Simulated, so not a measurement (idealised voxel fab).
The name of this process module is voxel self aligned contacts.
Square cells of 5 nm make up the cross-section cut, whose width is 180 nm.
Cross-sections here: square-cell grids, written as top-down lists of bands, a band being one or more rows of cells. For a band, the entry starts with two heights in nm, that of the top and then that of the bottom, and carries on with the band's materials in order from left to right, each alongside its width in nm; the word "everywhere" beside a single material means it fills the band edge to edge, and "air" means empty space. Heights are reckoned from 0. Under this level, the received wafer is all of one material. The bottommost band is open-ended downward, for example "0 -> down". So if you see something like "30->40" for the width, read it as the top row of the band sitting at the first number and the bottom row at the second, with every row in between moving by the same amount as the last. Reading "same as before" for a step: not a cell of the cross-section changed in it. Basically, "Voids, sealed" tells you about the enclosed voids: empty spaces with no open way to the top, 8 cells or bigger, each written width x height at distance, where distance is from the left edge, all in nm. Text after the settings on a step's line: the simulator's own remark on that step. overlay nm: mask offset rightward from planned place, masked step; negative means leftward offset.

The process steps that were planned are listed below
- 1: RECEIVE, material Si
- 2: CONFORMAL_DEP, material SiO2, thk nm 5
- 3: DIRECTIONAL_DEP, material polySi, thk nm 30
- 4: DIRECTIONAL_DEP, material SiN, thk nm 20
- 5: MASKED_ETCH, tone cover, mask id GATE, width nm 30, pitch nm 65, etch materials SiN, depth nm 20, overlay nm 0
- 6: MASKED_ETCH, tone cover, mask id GATE, width nm 30, pitch nm 65, etch materials polySi, depth nm 30, overlay nm 0
- 7: CONFORMAL_DEP, material SiN, thk nm 10
- 8: DIRECTIONAL_ETCH, etch materials SiN, depth nm 10
- 9: FILL_DEP, material SiO2, thk nm 15
- 10: CMP, height nm 65
- 11: PATTERN, tone open, mask id CONTACT, material resist, width nm 45, thk nm 20, overlay nm 0
- 12: DIRECTIONAL_ETCH, etch materials SiO2, depth nm 65
- 13: STRIP, etch materials resist
- 14: CONFORMAL_DEP, material TiN, thk nm 5
- 15: FILL_DEP, material Ru, thk nm 10
- 16: CMP, height nm 65
- 17: CONFORMAL_DEP, material SiN, thk nm 5

Shown in cross-section is the wafer as received, that is, as it stands after step 1
    0 -> down | Si everywhere
    Voids, sealed: none

As-planned run: cross-section of the first of two wafers at end of module
    70 -> 65 | SiN everywhere
    65 -> 55 | SiO2: 65  TiN: 5->20  Ru: 35->5  TiN: 5->20  SiO2: 70
    55 -> 35 | SiO2: 30  SiN: 50  TiN: 5  Ru: 5  TiN: 5  SiN: 50  SiO2: 35
    35 -> 5 | SiO2: 30  SiN: 10  polySi: 30  SiN: 10  TiN: 5  Ru: 5  TiN: 5  SiN: 10  polySi: 30  SiN: 10  SiO2: 35
    5 -> 0 | SiO2: 80  TiN: 15  SiO2: 85
    0 -> down | Si everywhere
    Voids, sealed: none

Cross-section at end of module for the second wafer of two, which matched the first in starting point and plan and differed by one mistake in its processing
    70 -> 65 | SiN everywhere
    65 -> 55 | SiO2: 65  TiN: 5->20  Ru: 35->5  TiN: 5->20  SiO2: 70
    55 -> 35 | SiO2: 30  SiN: 50  TiN: 5  Ru: 5  TiN: 5  SiN: 50  SiO2: 35
    35 -> 20 | SiO2: 30  SiN: 10  polySi: 30  SiN: 10  TiN: 5  Ru: 5  TiN: 5  SiN: 10  polySi: 30  SiN: 10  SiO2: 35
    20 -> 15 | SiO2: 30  SiN: 10  polySi: 30  SiN: 10  TiN: 15  SiN: 10  polySi: 30  SiN: 10  SiO2: 35
    15 -> 5 | SiN: 40  polySi: 30  SiN: 35  polySi: 30  SiN: 45
    5 -> 0 | SiO2 everywhere
    0 -> down | Si everywhere
    Voids, sealed: none
What was done differently from what was planned? steps 7 and 8 of the plan were run in the wrong order, each in the other's place
It is noted that, at the conclusion of processing, the second wafer exhibits a higher or lower cell count for certain materials relative to the first: Ru -3, SiN +32, SiO2 -23, TiN -6
